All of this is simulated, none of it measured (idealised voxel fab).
The following is a process module called voxel spacer lines.
It is cross-section cut that appears here, measuring 200 nm in width, its square cells being 5 nm in size.
How to read a cross-section here: the picture is a grid of square cells, written as bands going from the top down, and any band can span one or more rows of cells. It is stipulated that each band's entry specify, in nanometres, the height of the top of the band and then that of its bottom, followed by the materials of the band in left-to-right sequence, each together with its width in nanometres. A single material marked by the word "everywhere" is understood to fill the band from edge to edge; the word "blank" is understood to denote empty space. Heights are expressed relative to 0, this being the level below which the as-received wafer comprises one material exclusively. The lowest band is unbounded in the downward direction and is denoted as in "0 -> down". Read "30 to 40" as a graded width: first number on top, second number at the bottom, same change between each pair of neighbouring rows. What does "changes: none" mean for a step? It means no cell of the cross-section changed in that step. Entry "Fully enclosed voids". Content: empty spaces with no open connection to the top, size 8 cells or greater. Each: width x height at distance. Distance: from left edge. Unit: nm. Read whatever lies past the settings on a step's line as the simulator's own remark about the step. overlay nm: step with mask; distance mask lay right of planned place; negative value = left of planned place.

-- The following list gives the planned process steps
| 1 | RECEIVE,material Si |
| 2 | CONFORMAL_DEP,material Al2O3,thk nm 5 |
| 3 | DIRECTIONAL_DEP,material SiN,thk nm 15 |
| 4 | DIRECTIONAL_DEP,material polySi,thk nm 30 |
| 5 | PATTERN,tone cover,mask id MANDREL,material resist,width nm 25,pitch nm 70,thk nm 40,overlay nm 0 |
| 6 | DIRECTIONAL_ETCH,etch materials polySi,depth nm 30 |
| 7 | STRIP,etch materials resist |
| 8 | CONFORMAL_DEP,material SiO2,thk nm 10 |
| 9 | DIRECTIONAL_ETCH,etch materials SiO2,depth nm 10 |
| 10 | STRIP,etch materials polySi |
| 11 | DIRECTIONAL_ETCH,etch materials SiN,depth nm 15 |
| 12 | STRIP,etch materials SiO2 |

-- Incoming wafer, cross-sectional view, post step 1
	0 -> down: Si everywhere
	Fully enclosed voids: none

-- The following cross-section depicts the wafer upon conclusion of the module. Processing commenced from the starting condition illustrated above and adhered to the plan illustrated above, save for one mistake in execution
	50 -> 45: blank=15 / polySi=25 / blank=45 / polySi=25 / blank=45 / polySi=25 / blank=20
	45 -> 20: blank=5 / SiN=10 / polySi=25 / SiN=10 / blank=25 / SiN=10 / polySi=25 / SiN=10 / blank=25 / SiN=10 / polySi=25 / SiN=10 / blank=10
	20 -> 15: blank=5 / SiN=45 / blank=25 / SiN=45 / blank=25 / SiN=45 / blank=10
	15 -> 5: SiN everywhere
	5 -> 0: Al2O3 everywhere
	0 -> down: Si everywhere
	Fully enclosed voids: none
Where did the run depart from the plan? contrary to plan, step 8 was performed as CONFORMAL_DEP,material SiN,thk nm 10
